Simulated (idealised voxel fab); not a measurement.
Process module name: voxel gate over fins
FYI the section here is cut, 225 nm wide, cells are 5 nm squares.
If you're reading a cross-section in this doc, picture square cells in a grid; it comes to you as bands, top ones listed first down to the bottom, and a band can be one or more rows of cells. Quick guide to a band line: top height, bottom height (nm) up front; then every material left to right with its width in nm. Only one material and it's marked "edge to edge"? Then it fills the band edge to edge. And "blank" just means empty space. Heads up on the height convention: 0 is the point under which the incoming wafer is all one material, and the lowest band has no bottom, it just keeps going down, like "0 and below". The width entry "30..40" should be interpreted row by row: the top row of cells in the band takes the first number, the bottom row takes the second number, and the change between adjacent rows is uniform throughout. It should be understood that the words "same as before", when stated for a given step, signify that the cross-section underwent no change in any of its cells during that step. "Sealed-off cavities" contains a list of empty spaces, each no smaller than 8 cells and without an open way to the top, written in the form width x height at distance with the distance from the left edge and all three in nm. What comes after the settings on a step's line is commentary from the simulator itself on that step. Among the settings permitted on a step's line is "overlay nm"; applied to a step with a mask, it specifies the extent to which the mask lay to the right of its planned position, whereas a negative figure signifies a position to the left. Before/after cross-section pairs, one process step each; after shown to lowest changed band; step and settings beneath. Pairs may be from different runs of this module on the same starting wafer; a pair continues from the one above only where its "Pre-step geometry" entry says so.
### Pre-step geometry
  10 down to 0  blank=75; SiN=15; blank=40; SiN=15; blank=80
  0 down to -35  blank=75; Si=15; blank=40; Si=15; blank=80
  -35 and below  Si edge to edge
  Sealed-off cavities: none
### Resultant Cross-Section
  10 down to 0  blank=75; SiN=15; blank=40; SiN=15; blank=80
  0 down to -35  blank=75; SiO2=5; Si=5; SiO2=5; blank=40; SiO2=5; Si=5; SiO2=5; blank=80
  -35 down to -40  SiO2=80; Si=5; SiO2=50; Si=5; SiO2=85
  Heights below -40 show no change.
  Sealed-off cavities: none
Going from the before section above to the after section, the step was OXIDIZE | depth nm 5
Pre-step geometry: nothing new to draw here, it's the after view of the pair just above.
### Resultant Cross-Section
  15 down to 10  SiO2 edge to edge
  10 down to 0  SiO2=75; SiN=15; SiO2=40; SiN=15; SiO2=80
  0 down to -40  SiO2=80; Si=5; SiO2=50; Si=5; SiO2=85
  Heights below -40 show no change.
  Sealed-off cavities: none
Going from the before section above to the after section, the step was FILL_DEP | material SiO2 | thk nm 5
Pre-step geometry: nothing new to draw here, it's the after view of the pair just above.
### Resultant Cross-Section
  10 down to 0  SiO2=75; SiN=15; SiO2=40; SiN=15; SiO2=80
  Heights below 0 show no change.
  Sealed-off cavities: none
Going from the before section above to the after section, the step was CMP | height nm 10
Pre-step geometry: nothing new to draw here, it's the after view of the pair just above.
### Resultant Cross-Section
  20 down to 10  aC edge to edge
  Heights below 10 show no change.
  Sealed-off cavities: none
Going from the before section above to the after section, the step was DIRECTIONAL_DEP | material aC | thk nm 10
Pre-step geometry: nothing new to draw here, it's the after view of the pair just above.
### Resultant Cross-Section
  50 down to 20  resist=100; blank=15; resist=110
  Heights below 20 show no change.
  Sealed-off cavities: none
Going from the before section above to the after section, the step was PATTERN | tone open | mask id RAIL | material resist | width nm 15 | thk nm 30 | overlay nm 0
Pre-step geometry: nothing new to draw here, it's the after view of the pair just above.
### Resultant Cross-Section
  40 down to 20  resist=100; blank=15; resist=110
  20 down to 10  aC=100; blank=15; aC=110
  Heights below 10 show no change.
  Sealed-off cavities: none
Going from the before section above to the after section, the step was DIRECTIONAL_ETCH | etch materials aC | depth nm 10
Pre-step geometry: nothing new to draw here, it's the after view of the pair just above.
### Resultant Cross-Section
  20 down to 10  aC=100; blank=15; aC=110
  Heights below 10 show no change.
  Sealed-off cavities: none
Going from the before section above to the after section, the step was STRIP | etch materials resist
Pre-step geometry: nothing new to draw here, it's the after view of the pair just above.
### Resultant Cross-Section
  20 down to 10  aC=100; blank=15; aC=110
  10 down to 0  SiO2=75; SiN=15; SiO2=10; blank=15; SiO2=15; SiN=15; SiO2=80
  0 down to -35  SiO2=80; Si=5; SiO2=15; blank=15; SiO2=20; Si=5; SiO2=85
  Heights below -35 show no change.
  Sealed-off cavities: none
Going from the before section above to the after section, the step was DIRECTIONAL_ETCH | etch materials SiO2 | depth nm 45
Pre-step geometry: nothing new to draw here, it's the after view of the pair just above.
### Resultant Cross-Section
  10 down to 0  SiO2=75; SiN=15; SiO2=10; blank=15; SiO2=15; SiN=15; SiO2=80
  Heights below 0 show no change.
  Sealed-off cavities: none
Going from the before section above to the after section, the step was STRIP | etch materials aC
Pre-step geometry: nothing new to draw here, it's the after view of the pair just above.
### Resultant Cross-Section
  15 down to 10  TiN=105; blank=5; TiN=115
  10 down to 0  SiO2=75; SiN=15; SiO2=10; TiN=5; blank=5; TiN=5; SiO2=15; SiN=15; SiO2=80
  0 down to -30  SiO2=80; Si=5; SiO2=15; TiN=5; blank=5; TiN=5; SiO2=20; Si=5; SiO2=85
  -30 down to -35  SiO2=80; Si=5; SiO2=15; TiN=15; SiO2=20; Si=5; SiO2=85
  Heights below -35 show no change.
  Sealed-off cavities: none
Going from the before section above to the after section, the step was CONFORMAL_DEP | material TiN | thk nm 5
Pre-step geometry: nothing new to draw here, it's the after view of the pair just above.
### Resultant Cross-Section
  25 down to 15  Ru edge to edge
  15 down to 10  TiN=105; Ru=5; TiN=115
  10 down to 0  SiO2=75; SiN=15; SiO2=10; TiN=5; Ru=5; TiN=5; SiO2=15; SiN=15; SiO2=80
  0 down to -30  SiO2=80; Si=5; SiO2=15; TiN=5; Ru=5; TiN=5; SiO2=20; Si=5; SiO2=85
  Heights below -30 show no change.
  Sealed-off cavities: none
Going from the before section above to the after section, the step was FILL_DEP | material Ru | thk nm 10
Pre-step geometry: nothing new to draw here, it's the after view of the pair just above.
### Resultant Cross-Section
  10 down to 0  SiO2=75; SiN=15; SiO2=10; TiN=5; Ru=5; TiN=5; SiO2=15; SiN=15; SiO2=80
  Heights below 0 show no change.
  Sealed-off cavities: none
Going from the before section above to the after section, the step was CMP | height nm 10
Pre-step geometry: nothing new to draw here, it's the after view of the pair just above.
### Resultant Cross-Section
  10 down to 0  SiO2=75; SiN=15; SiO2=10; blank=15; SiO2=15; SiN=15; SiO2=80
  0 down to -20  SiO2=80; Si=5; SiO2=15; blank=15; SiO2=20; Si=5; SiO2=85
  Heights below -20 show no change.
  Sealed-off cavities: none
Going from the before section above to the after section, the step was SELECTIVE_ETCH | etch materials W Ru TiN | depth nm 30
Pre-step geometry: nothing new to draw here, it's the after view of the pair just above.
### Resultant Cross-Section
  15 down to 10  SiO2 edge to edge
  10 down to 0  SiO2=75; SiN=15; SiO2=40; SiN=15; SiO2=80
  0 down to -20  SiO2=80; Si=5; SiO2=50; Si=5; SiO2=85
  Heights below -20 show no change.
  Sealed-off cavities: none
Going from the before section above to the after section, the step was FILL_DEP | material SiO2 | thk nm 5
Pre-step geometry: nothing new to draw here, it's the after view of the pair just above.
### Resultant Cross-Section
  10 down to 0  SiO2=75; SiN=15; SiO2=40; SiN=15; SiO2=80
  Heights below 0 show no change.
  Sealed-off cavities: none
Going from the before section above to the after section, the step was CMP | height nm 10
Pre-step geometry: nothing new to draw here, it's the after view of the pair just above.
### Resultant Cross-Section
  10 down to 0  blank=75; SiN=15; blank=40; SiN=15; blank=80
  0 down to -15  blank=80; Si=5; blank=50; Si=5; blank=85
  Heights below -15 show no change.
  Sealed-off cavities: none
Going from the before section above to the after section, the step was SELECTIVE_ETCH | etch materials SiO2 | depth nm 25
Pre-step geometry: nothing new to draw here, it's the after view of the pair just above.
### Resultant Cross-Section
  0 down to -15  blank=80; Si=5; blank=50; Si=5; blank=85
  Heights below -15 show no change.
  Sealed-off cavities: none
Going from the before section above to the after section, the step was STRIP | etch materials SiN
Pre-step geometry: nothing new to draw here, it's the after view of the pair just above.
### Resultant Cross-Section
  5 down to 0  blank=75; HfO2=15; blank=40; HfO2=15; blank=80
  0 down to -10  blank=75; HfO2=5; Si=5; HfO2=5; blank=40; HfO2=5; Si=5; HfO2=5; blank=80
  -10 down to -15  HfO2=80; Si=5; HfO2=50; Si=5; HfO2=85
  Heights below -15 show no change.
  Sealed-off cavities: none
Going from the before section above to the after section, the step was CONFORMAL_DEP | material HfO2 | thk nm 5
Pre-step geometry: nothing new to draw here, it's the after view of the pair just above.
### Resultant Cross-Section
  10 down to 5  blank=70; TiN=25; blank=30; TiN=25; blank=75
  5 down to 0  blank=70; TiN=5; HfO2=15; TiN=5; blank=30; TiN=5; HfO2=15; TiN=5; blank=75
  0 down to -5  blank=70; TiN=5; HfO2=5; Si=5; HfO2=5; TiN=5; blank=30; TiN=5; HfO2=5; Si=5; HfO2=5; TiN=5; blank=75
  -5 down to -10  TiN=75; HfO2=5; Si=5; HfO2=5; TiN=40; HfO2=5; Si=5; HfO2=5; TiN=80
  Heights below -10 show no change.
  Sealed-off cavities: none
Going from the before section above to the after section, the step was CONFORMAL_DEP | material TiN | thk nm 5
Pre-step geometry: nothing new to draw here, it's the after view of the pair just above.
### Resultant Cross-Section
  15 down to 10  blank=65; TiAl=35; blank=20; TiAl=35; blank=70
  10 down to 5  blank=65; TiAl=5; TiN=25; TiAl=5; blank=20; TiAl=5; TiN=25; TiAl=5; blank=70
  5 down to 0  blank=65; TiAl=5; TiN=5; HfO2=15; TiN=5; TiAl=5; blank=20; TiAl=5; TiN=5; HfO2=15; TiN=5; TiAl=5; blank=70
  0 down to -5  TiAl=70; TiN=5; HfO2=5; Si=5; HfO2=5; TiN=5; TiAl=30; TiN=5; HfO2=5; Si=5; HfO2=5; TiN=5; TiAl=75
  Heights below -5 show no change.
  Sealed-off cavities: none
Going from the before section above to the after section, the step was CONFORMAL_DEP | material TiAl | thk nm 5
Pre-step geometry: nothing new to draw here, it's the after view of the pair just above.
### Resultant Cross-Section
  20 down to 15  blank=60; TiN=45; blank=10; TiN=45; blank=65
  15 down to 10  blank=60; TiN=5; TiAl=35; TiN=5; blank=10; TiN=5; TiAl=35; TiN=5; blank=65
  10 down to 5  blank=60; TiN=5; TiAl=5; TiN=25; TiAl=5; TiN=5; blank=10; TiN=5; TiAl=5; TiN=25; TiAl=5; TiN=5; blank=65
  5 down to 0  TiN=65; TiAl=5; TiN=5; HfO2=15; TiN=5; TiAl=5; TiN=20; TiAl=5; TiN=5; HfO2=15; TiN=5; TiAl=5; TiN=70
  Heights below 0 show no change.
  Sealed-off cavities: none
Going from the before section above to the after section, the step was CONFORMAL_DEP | material TiN | thk nm 5
Pre-step geometry: nothing new to draw here, it's the after view of the pair just above.
### Resultant Cross-Section
  30 down to 20  W edge to edge
  20 down to 15  W=60; TiN=45; W=10; TiN=45; W=65
  15 down to 10  W=60; TiN=5; TiAl=35; TiN=5; W=10; TiN=5; TiAl=35; TiN=5; W=65
  10 down to 5  W=60; TiN=5; TiAl=5; TiN=25; TiAl=5; TiN=5; W=10; TiN=5; TiAl=5; TiN=25; TiAl=5; TiN=5; W=65
  Heights below 5 show no change.
  Sealed-off cavities: none
Going from the before section above to the after section, the step was FILL_DEP | material W | thk nm 10
Pre-step geometry: nothing new to draw here, it's the after view of the pair just above.
### Resultant Cross-Section
  25 down to 20  W edge to edge
  Heights below 20 show no change.
  Sealed-off cavities: none
Going from the before section above to the after section, the step was CMP | height nm 25
Pre-step geometry: nothing new to draw here, it's the after view of the pair just above.
### Resultant Cross-Section
  35 down to 25  SiCN edge to edge
  Heights below 25 show no change.
  Sealed-off cavities: none
Going from the before section above to the after section, the step was CONFORMAL_DEP | material SiCN | thk nm 10
### Pre-step geometry
  25 down to 10  aC edge to edge
  10 down to 0  SiN edge to edge
  0 and below  Si edge to edge
  Sealed-off cavities: none
### Resultant Cross-Section
  60 down to 25  blank=75; resist=20; blank=35; resist=20; blank=75
  Heights below 25 show no change.
  Sealed-off cavities: none
Going from the before section above to the after section, the step was PATTERN | tone cover | mask id FINS | material resist | width nm 20 | pitch nm 55 | thk nm 35 | overlay nm 0
Pre-step geometry: nothing new to draw here, it's the after view of the pair just above.
### Resultant Cross-Section
  45 down to 25  blank=75; resist=20; blank=35; resist=20; blank=75
  25 down to 10  blank=75; aC=20; blank=35; aC=20; blank=75
  Heights below 10 show no change.
  Sealed-off cavities: none
Going from the before section above to the after section, the step was DIRECTIONAL_ETCH | etch materials aC | depth nm 15
Pre-step geometry: nothing new to draw here, it's the after view of the pair just above.
### Resultant Cross-Section
  25 down to 10  blank=75; aC=20; blank=35; aC=20; blank=75
  Heights below 10 show no change.
  Sealed-off cavities: none
Going from the before section above to the after section, the step was STRIP | etch materials resist
Pre-step geometry: nothing new to draw here, it's the after view of the pair just above.
### Resultant Cross-Section
  25 down to 10  blank=75; aC=20; blank=35; aC=20; blank=75
  10 down to 0  blank=75; SiN=20; blank=35; SiN=20; blank=75
  Heights below 0 show no change.
  Sealed-off cavities: none
Going from the before section above to the after section, the step was DIRECTIONAL_ETCH | etch materials SiN | depth nm 10
Pre-step geometry: nothing new to draw here, it's the after view of the pair just above.
### Resultant Cross-Section
  25 down to 10  blank=75; aC=20; blank=35; aC=20; blank=75
  10 down to 0  blank=75; SiN=20; blank=35; SiN=20; blank=75
  0 down to -40  blank=75; Si=20; blank=35; Si=20; blank=75
  Heights below -40 show no change.
  Sealed-off cavities: none
Going from the before section above to the after section, the step was DIRECTIONAL_ETCH | etch materials Si | depth nm 40
Pre-step geometry: nothing new to draw here, it's the after view of the pair just above.
### Resultant Cross-Section
  10 down to 0  blank=75; SiN=20; blank=35; SiN=20; blank=75
  Heights below 0 show no change.
  Sealed-off cavities: none
Going from the before section above to the after section, the step was STRIP | etch materials aC
Pre-step geometry: nothing new to draw here, it's the after view of the pair just above.
### Resultant Cross-Section
  10 down to 0  blank=75; SiN=20; blank=35; SiN=20; blank=75
  0 down to -40  blank=75; SiO2=5; Si=10; SiO2=5; blank=35; SiO2=5; Si=10; SiO2=5; blank=75
  -40 down to -45  SiO2=80; Si=10; SiO2=45; Si=10; SiO2=80
  Heights below -45 show no change.
  Sealed-off cavities: none
Going from the before section above to the after section, the step was OXIDIZE | depth nm 5
Pre-step geometry: nothing new to draw here, it's the after view of the pair just above.
### Resultant Cross-Section
  15 down to 10  SiO2 edge to edge
  10 down to 0  SiO2=75; SiN=20; SiO2=35; SiN=20; SiO2=75
  0 down to -45  SiO2=80; Si=10; SiO2=45; Si=10; SiO2=80
  Heights below -45 show no change.
  Sealed-off cavities: none
Going from the before section above to the after section, the step was FILL_DEP | material SiO2 | thk nm 5
Pre-step geometry: nothing new to draw here, it's the after view of the pair just above.
### Resultant Cross-Section
  10 down to 0  SiO2=75; SiN=20; SiO2=35; SiN=20; SiO2=75
  Heights below 0 show no change.
  Sealed-off cavities: none
Going from the before section above to the after section, the step was CMP | height nm 10
Pre-step geometry: nothing new to draw here, it's the after view of the pair just above.
### Resultant Cross-Section
  20 down to 10  aC edge to edge
  Heights below 10 show no change.
  Sealed-off cavities: none
Going from the before section above to the after section, the step was DIRECTIONAL_DEP | material aC | thk nm 10
Pre-step geometry: nothing new to draw here, it's the after view of the pair just above.
### Resultant Cross-Section
  50 down to 20  resist=100; blank=15; resist=110
  Heights below 20 show no change.
  Sealed-off cavities: none
Going from the before section above to the after section, the step was PATTERN | tone open | mask id RAIL | material resist | width nm 15 | thk nm 30 | overlay nm 0
Pre-step geometry: nothing new to draw here, it's the after view of the pair just above.
### Resultant Cross-Section
  40 down to 20  resist=100; blank=15; resist=110
  20 down to 10  aC=100; blank=15; aC=110
  Heights below 10 show no change.
  Sealed-off cavities: none
Going from the before section above to the after section, the step was DIRECTIONAL_ETCH | etch materials aC | depth nm 10
Pre-step geometry: nothing new to draw here, it's the after view of the pair just above.
### Resultant Cross-Section
  20 down to 10  aC=100; blank=15; aC=110
  Heights below 10 show no change.
  Sealed-off cavities: none
Going from the before section above to the after section, the step was STRIP | etch materials resist
Pre-step geometry: nothing new to draw here, it's the after view of the pair just above.
### Resultant Cross-Section
  20 down to 10  aC=100; blank=15; aC=110
  10 down to 0  SiO2=75; SiN=20; SiO2=5; blank=15; SiO2=15; SiN=20; SiO2=75
  0 down to -35  SiO2=80; Si=10; SiO2=10; blank=15; SiO2=20; Si=10; SiO2=80
  Heights below -35 show no change.
  Sealed-off cavities: none
Going from the before section above to the after section, the step was DIRECTIONAL_ETCH | etch materials SiO2 | depth nm 45
Pre-step geometry: nothing new to draw here, it's the after view of the pair just above.
### Resultant Cross-Section
  10 down to 0  SiO2=75; SiN=20; SiO2=5; blank=15; SiO2=15; SiN=20; SiO2=75
  Heights below 0 show no change.
  Sealed-off cavities: none
Going from the before section above to the after section, the step was STRIP | etch materials aC
Pre-step geometry: nothing new to draw here, it's the after view of the pair just above.
### Resultant Cross-Section
  15 down to 10  TiN=105; blank=5; TiN=115
  10 down to 0  SiO2=75; SiN=20; SiO2=5; TiN=5; blank=5; TiN=5; SiO2=15; SiN=20; SiO2=75
  0 down to -30  SiO2=80; Si=10; SiO2=10; TiN=5; blank=5; TiN=5; SiO2=20; Si=10; SiO2=80
  -30 down to -35  SiO2=80; Si=10; SiO2=10; TiN=15; SiO2=20; Si=10; SiO2=80
  Heights below -35 show no change.
  Sealed-off cavities: none
Going from the before section above to the after section, the step was CONFORMAL_DEP | material TiN | thk nm 5
Pre-step geometry: nothing new to draw here, it's the after view of the pair just above.
### Resultant Cross-Section
  25 down to 15  Ru edge to edge
  15 down to 10  TiN=105; Ru=5; TiN=115
  10 down to 0  SiO2=75; SiN=20; SiO2=5; TiN=5; Ru=5; TiN=5; SiO2=15; SiN=20; SiO2=75
  0 down to -30  SiO2=80; Si=10; SiO2=10; TiN=5; Ru=5; TiN=5; SiO2=20; Si=10; SiO2=80
  Heights below -30 show no change.
  Sealed-off cavities: none
Going from the before section above to the after section, the step was FILL_DEP | material Ru | thk nm 10
Pre-step geometry: nothing new to draw here, it's the after view of the pair just above.
### Resultant Cross-Section
  10 down to 0  SiO2=75; SiN=20; SiO2=5; TiN=5; Ru=5; TiN=5; SiO2=15; SiN=20; SiO2=75
  Heights below 0 show no change.
  Sealed-off cavities: none
Going from the before section above to the after section, the step was CMP | height nm 10
Pre-step geometry: nothing new to draw here, it's the after view of the pair just above.
### Resultant Cross-Section
  10 down to 0  SiO2=75; SiN=20; SiO2=5; blank=15; SiO2=15; SiN=20; SiO2=75
  0 down to -20  SiO2=80; Si=10; SiO2=10; blank=15; SiO2=20; Si=10; SiO2=80
  Heights below -20 show no change.
  Sealed-off cavities: none
Going from the before section above to the after section, the step was SELECTIVE_ETCH | etch materials W Ru TiN | depth nm 30
Pre-step geometry: nothing new to draw here, it's the after view of the pair just above.
### Resultant Cross-Section
  15 down to 10  SiO2 edge to edge
  10 down to 0  SiO2=75; SiN=20; SiO2=35; SiN=20; SiO2=75
  0 down to -20  SiO2=80; Si=10; SiO2=45; Si=10; SiO2=80
  Heights below -20 show no change.
  Sealed-off cavities: none
Going from the before section above to the after section, the step was FILL_DEP | material SiO2 | thk nm 5
Pre-step geometry: nothing new to draw here, it's the after view of the pair just above.
### Resultant Cross-Section
  10 down to 0  SiO2=75; SiN=20; SiO2=35; SiN=20; SiO2=75
  Heights below 0 show no change.
  Sealed-off cavities: none
Going from the before section above to the after section, the step was CMP | height nm 10
Pre-step geometry: nothing new to draw here, it's the after view of the pair just above.
### Resultant Cross-Section
  10 down to 0  blank=75; SiN=20; blank=35; SiN=20; blank=75
  0 down to -15  blank=80; Si=10; blank=45; Si=10; blank=80
  Heights below -15 show no change.
  Sealed-off cavities: none
Going from the before section above to the after section, the step was SELECTIVE_ETCH | etch materials SiO2 | depth nm 25
Pre-step geometry: nothing new to draw here, it's the after view of the pair just above.
### Resultant Cross-Section
  0 down to -15  blank=80; Si=10; blank=45; Si=10; blank=80
  Heights below -15 show no change.
  Sealed-off cavities: none
Going from the before section above to the after section, the step was STRIP | etch materials SiN
Pre-step geometry: nothing new to draw here, it's the after view of the pair just above.
### Resultant Cross-Section
  5 down to 0  blank=75; HfO2=20; blank=35; HfO2=20; blank=75
  0 down to -10  blank=75; HfO2=5; Si=10; HfO2=5; blank=35; HfO2=5; Si=10; HfO2=5; blank=75
  -10 down to -15  HfO2=80; Si=10; HfO2=45; Si=10; HfO2=80
  Heights below -15 show no change.
  Sealed-off cavities: none
Going from the before section above to the after section, the step was CONFORMAL_DEP | material HfO2 | thk nm 5
Pre-step geometry: nothing new to draw here, it's the after view of the pair just above.
### Resultant Cross-Section
  10 down to 5  blank=70; TiN=30; blank=25; TiN=30; blank=70
  5 down to 0  blank=70; TiN=5; HfO2=20; TiN=5; blank=25; TiN=5; HfO2=20; TiN=5; blank=70
  0 down to -5  blank=70; TiN=5; HfO2=5; Si=10; HfO2=5; TiN=5; blank=25; TiN=5; HfO2=5; Si=10; HfO2=5; TiN=5; blank=70
  -5 down to -10  TiN=75; HfO2=5; Si=10; HfO2=5; TiN=35; HfO2=5; Si=10; HfO2=5; TiN=75
  Heights below -10 show no change.
  Sealed-off cavities: none
Going from the before section above to the after section, the step was CONFORMAL_DEP | material TiN | thk nm 5
Pre-step geometry: nothing new to draw here, it's the after view of the pair just above.
### Resultant Cross-Section
  15 down to 10  blank=65; TiAl=40; blank=15; TiAl=40; blank=65
  10 down to 5  blank=65; TiAl=5; TiN=30; TiAl=5; blank=15; TiAl=5; TiN=30; TiAl=5; blank=65
  5 down to 0  blank=65; TiAl=5; TiN=5; HfO2=20; TiN=5; TiAl=5; blank=15; TiAl=5; TiN=5; HfO2=20; TiN=5; TiAl=5; blank=65
  0 down to -5  TiAl=70; TiN=5; HfO2=5; Si=10; HfO2=5; TiN=5; TiAl=25; TiN=5; HfO2=5; Si=10; HfO2=5; TiN=5; TiAl=70
  Heights below -5 show no change.
  Sealed-off cavities: none
Going from the before section above to the after section, the step was CONFORMAL_DEP | material TiAl | thk nm 5
Pre-step geometry: nothing new to draw here, it's the after view of the pair just above.
### Resultant Cross-Section
  20 down to 15  blank=60; TiN=50; blank=5; TiN=50; blank=60
  15 down to 10  blank=60; TiN=5; TiAl=40; TiN=5; blank=5; TiN=5; TiAl=40; TiN=5; blank=60
  10 down to 5  blank=60; TiN=5; TiAl=5; TiN=30; TiAl=5; TiN=5; blank=5; TiN=5; TiAl=5; TiN=30; TiAl=5; TiN=5; blank=60
  5 down to 0  TiN=65; TiAl=5; TiN=5; HfO2=20; TiN=5; TiAl=5; TiN=15; TiAl=5; TiN=5; HfO2=20; TiN=5; TiAl=5; TiN=65
  Heights below 0 show no change.
  Sealed-off cavities: none
Going from the before section above to the after section, the step was CONFORMAL_DEP | material TiN | thk nm 5
Pre-step geometry: nothing new to draw here, it's the after view of the pair just above.
### Resultant Cross-Section
  30 down to 20  W edge to edge
  20 down to 15  W=60; TiN=50; W=5; TiN=50; W=60
  15 down to 10  W=60; TiN=5; TiAl=40; TiN=5; W=5; TiN=5; TiAl=40; TiN=5; W=60
  10 down to 5  W=60; TiN=5; TiAl=5; TiN=30; TiAl=5; TiN=5; W=5; TiN=5; TiAl=5; TiN=30; TiAl=5; TiN=5; W=60
  Heights below 5 show no change.
  Sealed-off cavities: none
Going from the before section above to the after section, the step was FILL_DEP | material W | thk nm 10
Pre-step geometry: nothing new to draw here, it's the after view of the pair just above.
### Resultant Cross-Section
  25 down to 20  W edge to edge
  Heights below 20 show no change.
  Sealed-off cavities: none
Going from the before section above to the after section, the step was CMP | height nm 25
Pre-step geometry: nothing new to draw here, it's the after view of the pair just above.
### Resultant Cross-Section
  35 down to 25  SiCN edge to edge
  Heights below 25 show no change.
  Sealed-off cavities: none
Going from the before section above to the after section, the step was CONFORMAL_DEP | material SiCN | thk nm 10
### Pre-step geometry
  25 down to 10  aC edge to edge
  10 down to 0  SiN edge to edge
  0 and below  Si edge to edge
  Sealed-off cavities: none
### Resultant Cross-Section
  60 down to 25  blank=65; resist=15; blank=40; resist=15; blank=90
  Heights below 25 show no change.
  Sealed-off cavities: none
Going from the before section above to the after section, the step was PATTERN | tone cover | mask id FINS | material resist | width nm 15 | pitch nm 55 | thk nm 35 | overlay nm -10
Pre-step geometry: nothing new to draw here, it's the after view of the pair just above.
### Resultant Cross-Section
  45 down to 25  blank=65; resist=15; blank=40; resist=15; blank=90
  25 down to 10  blank=65; aC=15; blank=40; aC=15; blank=90
  Heights below 10 show no change.
  Sealed-off cavities: none
Going from the before section above to the after section, the step was DIRECTIONAL_ETCH | etch materials aC | depth nm 15
Pre-step geometry: nothing new to draw here, it's the after view of the pair just above.
### Resultant Cross-Section
  25 down to 10  blank=65; aC=15; blank=40; aC=15; blank=90
  Heights below 10 show no change.
  Sealed-off cavities: none
Going from the before section above to the after section, the step was STRIP | etch materials resist
Pre-step geometry: nothing new to draw here, it's the after view of the pair just above.
### Resultant Cross-Section
  25 down to 10  blank=65; aC=15; blank=40; aC=15; blank=90
  10 down to 0  blank=65; SiN=15; blank=40; SiN=15; blank=90
  Heights below 0 show no change.
  Sealed-off cavities: none
Going from the before section above to the after section, the step was DIRECTIONAL_ETCH | etch materials SiN | depth nm 10
Pre-step geometry: nothing new to draw here, it's the after view of the pair just above.
### Resultant Cross-Section
  25 down to 10  blank=65; aC=15; blank=40; aC=15; blank=90
  10 down to 0  blank=65; SiN=15; blank=40; SiN=15; blank=90
  0 down to -40  blank=65; Si=15; blank=40; Si=15; blank=90
  Heights below -40 show no change.
  Sealed-off cavities: none
Going from the before section above to the after section, the step was DIRECTIONAL_ETCH | etch materials Si | depth nm 40
Pre-step geometry: nothing new to draw here, it's the after view of the pair just above.
### Resultant Cross-Section
  10 down to 0  blank=65; SiN=15; blank=40; SiN=15; blank=90
  Heights below 0 show no change.
  Sealed-off cavities: none
Going from the before section above to the after section, the step was STRIP | etch materials aC
Pre-step geometry: nothing new to draw here, it's the after view of the pair just above.
### Resultant Cross-Section
  10 down to 0  blank=65; SiN=15; blank=40; SiN=15; blank=90
  0 down to -40  blank=65; SiO2=5; Si=5; SiO2=5; blank=40; SiO2=5; Si=5; SiO2=5; blank=90
  -40 down to -45  SiO2=70; Si=5; SiO2=50; Si=5; SiO2=95
  Heights below -45 show no change.
  Sealed-off cavities: none
Going from the before section above to the after section, the step was OXIDIZE | depth nm 5
Pre-step geometry: nothing new to draw here, it's the after view of the pair just above.
### Resultant Cross-Section
  15 down to 10  SiO2 edge to edge
  10 down to 0  SiO2=65; SiN=15; SiO2=40; SiN=15; SiO2=90
  0 down to -45  SiO2=70; Si=5; SiO2=50; Si=5; SiO2=95
  Heights below -45 show no change.
  Sealed-off cavities: none
Going from the before section above to the after section, the step was FILL_DEP | material SiO2 | thk nm 5
Pre-step geometry: nothing new to draw here, it's the after view of the pair just above.
### Resultant Cross-Section
  10 down to 0  SiO2=65; SiN=15; SiO2=40; SiN=15; SiO2=90
  Heights below 0 show no change.
  Sealed-off cavities: none
Going from the before section above to the after section, the step was CMP | height nm 10
Pre-step geometry: nothing new to draw here, it's the after view of the pair just above.
### Resultant Cross-Section
  20 down to 10  aC edge to edge
  Heights below 10 show no change.
  Sealed-off cavities: none
Going from the before section above to the after section, the step was DIRECTIONAL_DEP | material aC | thk nm 10
Pre-step geometry: nothing new to draw here, it's the after view of the pair just above.
### Resultant Cross-Section
  50 down to 20  resist=100; blank=15; resist=110
  Heights below 20 show no change.
  Sealed-off cavities: none
Going from the before section above to the after section, the step was PATTERN | tone open | mask id RAIL | material resist | width nm 15 | thk nm 30 | overlay nm 0
Pre-step geometry: nothing new to draw here, it's the after view of the pair just above.
### Resultant Cross-Section
  40 down to 20  resist=100; blank=15; resist=110
  20 down to 10  aC=100; blank=15; aC=110
  Heights below 10 show no change.
  Sealed-off cavities: none
Going from the before section above to the after section, the step was DIRECTIONAL_ETCH | etch materials aC | depth nm 10
Pre-step geometry: nothing new to draw here, it's the after view of the pair just above.
### Resultant Cross-Section
  20 down to 10  aC=100; blank=15; aC=110
  Heights below 10 show no change.
  Sealed-off cavities: none
Going from the before section above to the after section, the step was STRIP | etch materials resist
Pre-step geometry: nothing new to draw here, it's the after view of the pair just above.
### Resultant Cross-Section
  20 down to 10  aC=100; blank=15; aC=110
  10 down to 0  SiO2=65; SiN=15; SiO2=20; blank=15; SiO2=5; SiN=15; SiO2=90
  0 down to -35  SiO2=70; Si=5; SiO2=25; blank=15; SiO2=10; Si=5; SiO2=95
  Heights below -35 show no change.
  Sealed-off cavities: none
Going from the before section above to the after section, the step was DIRECTIONAL_ETCH | etch materials SiO2 | depth nm 45
Pre-step geometry: nothing new to draw here, it's the after view of the pair just above.
### Resultant Cross-Section
  10 down to 0  SiO2=65; SiN=15; SiO2=20; blank=15; SiO2=5; SiN=15; SiO2=90
  Heights below 0 show no change.
  Sealed-off cavities: none
Going from the before section above to the after section, the step was STRIP | etch materials aC
Pre-step geometry: nothing new to draw here, it's the after view of the pair just above.
### Resultant Cross-Section
  15 down to 10  TiN=105; blank=5; TiN=115
  10 down to 0  SiO2=65; SiN=15; SiO2=20; TiN=5; blank=5; TiN=5; SiO2=5; SiN=15; SiO2=90
  0 down to -30  SiO2=70; Si=5; SiO2=25; TiN=5; blank=5; TiN=5; SiO2=10; Si=5; SiO2=95
  -30 down to -35  SiO2=70; Si=5; SiO2=25; TiN=15; SiO2=10; Si=5; SiO2=95
  Heights below -35 show no change.
  Sealed-off cavities: none
Going from the before section above to the after section, the step was CONFORMAL_DEP | material TiN | thk nm 5
Pre-step geometry: nothing new to draw here, it's the after view of the pair just above.
### Resultant Cross-Section
  25 down to 15  Ru edge to edge
  15 down to 10  TiN=105; Ru=5; TiN=115
  10 down to 0  SiO2=65; SiN=15; SiO2=20; TiN=5; Ru=5; TiN=5; SiO2=5; SiN=15; SiO2=90
  0 down to -30  SiO2=70; Si=5; SiO2=25; TiN=5; Ru=5; TiN=5; SiO2=10; Si=5; SiO2=95
  Heights below -30 show no change.
  Sealed-off cavities: none
Going from the before section above to the after section, the step was FILL_DEP | material Ru | thk nm 10
Pre-step geometry: nothing new to draw here, it's the after view of the pair just above.
### Resultant Cross-Section
  10 down to 0  SiO2=65; SiN=15; SiO2=20; TiN=5; Ru=5; TiN=5; SiO2=5; SiN=15; SiO2=90
  Heights below 0 show no change.
  Sealed-off cavities: none
Going from the before section above to the after section, the step was CMP | height nm 10
